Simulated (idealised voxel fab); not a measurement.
You're looking at the process module voxel gate over fins.
Section shown: cut. Width: 180 nm. Cell size: 5 nm, square.
Cross-section = grid of square cells, listed top down in bands; band = one or more rows.
Within each band entry, the heights of the top and of the bottom of the band appear first, in that order and in nm; the materials of the band then follow from left to right, each with its corresponding width in nm. The designation "throughout" on a single material indicates that it fills the band from edge to edge; the designation "blank" indicates empty space.
Note: height 0 marks the level under which the wafer is uniformly one material as received. Lowest band unbounded below, written "top 0, no bottom".
Width "30..40": first value at the band's top row of cells, second value at its bottom row, equal change from row to row.
Reading "same as before" for a step: not a cell of the cross-section changed in it.
The entry titled "Trapped cavities" provides the empty spaces that have no open way to the top, restricted to those of 8 cells or more. Each is presented as width x height at distance, the distance being measured from the left edge, with all three in nm.
That trailing text on a step's line, after the settings, is the simulator's own remark on the step.
You can add "overlay nm" to a step's line. For a step with a mask, it describes how far the mask lay to the right of its planned position, and a negative number describes a lay to the left.
The following list gives the planned process steps
| 1 | RECEIVE, material Si |
| 2 | CONFORMAL_DEP, material SiN, thk nm 5 |
| 3 | DIRECTIONAL_DEP, material aC, thk nm 15 |
| 4 | PATTERN, tone cover, mask id FINS, material resist, width nm 15, pitch nm 40, thk nm 35, overlay nm 0 |
| 5 | DIRECTIONAL_ETCH, etch materials aC, depth nm 15 |
| 6 | STRIP, etch materials resist |
| 7 | DIRECTIONAL_ETCH, etch materials SiN, depth nm 5 |
| 8 | DIRECTIONAL_ETCH, etch materials Si, depth nm 30 |
| 9 | STRIP, etch materials aC |
| 10 | FILL_DEP, material SiO2, thk nm 10 |
| 11 | CMP, height nm 5 |
| 12 | SELECTIVE_ETCH, etch materials SiO2, depth nm 15 |
| 13 | STRIP, etch materials SiN |
| 14 | CONFORMAL_DEP, material HfO2, thk nm 5 |
| 15 | CONFORMAL_DEP, material TiN, thk nm 5 |
| 16 | FILL_DEP, material W, thk nm 10 |
| 17 | CMP, height nm 15 |
| 18 | CONFORMAL_DEP, material SiCN, thk nm 5 |
Step 1 complete: cross-section of the wafer as received
top 0, no bottom: Si throughout
Trapped cavities: none
End-of-module XS, first of two wafers, run as planned
top 20, bottom 15: SiCN throughout
top 15, bottom 10: W throughout
top 10, bottom 5: W (10), then TiN (35), then W (5), then TiN (35), then W (5), then TiN (35), then W (5), then TiN (35), then W (15)
top 5, bottom 0: W (10), then TiN (5), then HfO2 (25), then TiN (5), then W (5), then TiN (5), then HfO2 (25), then TiN (5), then W (5), then TiN (5), then HfO2 (25), then TiN (5), then W (5), then TiN (5), then HfO2 (25), then TiN (5), then W (15)
top 0, bottom -5: TiN (15), then HfO2 (5), then Si (15), then HfO2 (5), then TiN (15), then HfO2 (5), then Si (15), then HfO2 (5), then TiN (15), then HfO2 (5), then Si (15), then HfO2 (5), then TiN (15), then HfO2 (5), then Si (15), then HfO2 (5), then TiN (20)
top -5, bottom -10: HfO2 (20), then Si (15), then HfO2 (25), then Si (15), then HfO2 (25), then Si (15), then HfO2 (25), then Si (15), then HfO2 (25)
top -10, bottom -30: SiO2 (20), then Si (15), then SiO2 (25), then Si (15), then SiO2 (25), then Si (15), then SiO2 (25), then Si (15), then SiO2 (25)
top -30, no bottom: Si throughout
Trapped cavities: none
Wafer two cross-section, module end. Start and plan unchanged from wafer one; one mistake made during the run
top 20, bottom 15: SiO2 throughout
top 15, bottom 10: W throughout
top 10, bottom 5: W (10), then TiN (35), then W (5), then TiN (35), then W (5), then TiN (35), then W (5), then TiN (35), then W (15)
top 5, bottom 0: W (10), then TiN (5), then HfO2 (25), then TiN (5), then W (5), then TiN (5), then HfO2 (25), then TiN (5), then W (5), then TiN (5), then HfO2 (25), then TiN (5), then W (5), then TiN (5), then HfO2 (25), then TiN (5), then W (15)
top 0, bottom -5: TiN (15), then HfO2 (5), then Si (15), then HfO2 (5), then TiN (15), then HfO2 (5), then Si (15), then HfO2 (5), then TiN (15), then HfO2 (5), then Si (15), then HfO2 (5), then TiN (15), then HfO2 (5), then Si (15), then HfO2 (5), then TiN (20)
top -5, bottom -10: HfO2 (20), then Si (15), then HfO2 (25), then Si (15), then HfO2 (25), then Si (15), then HfO2 (25), then Si (15), then HfO2 (25)
top -10, bottom -30: SiO2 (20), then Si (15), then SiO2 (25), then Si (15), then SiO2 (25), then Si (15), then SiO2 (25), then Si (15), then SiO2 (25)
top -30, no bottom: Si throughout
Trapped cavities: none
What went wrong in running the wafer? step 18 went in with a setting other than planned; the actual run was CONFORMAL_DEP, material SiO2, thk nm 5
Final difference in cells, second wafer against first, listed per material as more or fewer: -36 SiCN | +36 SiO2
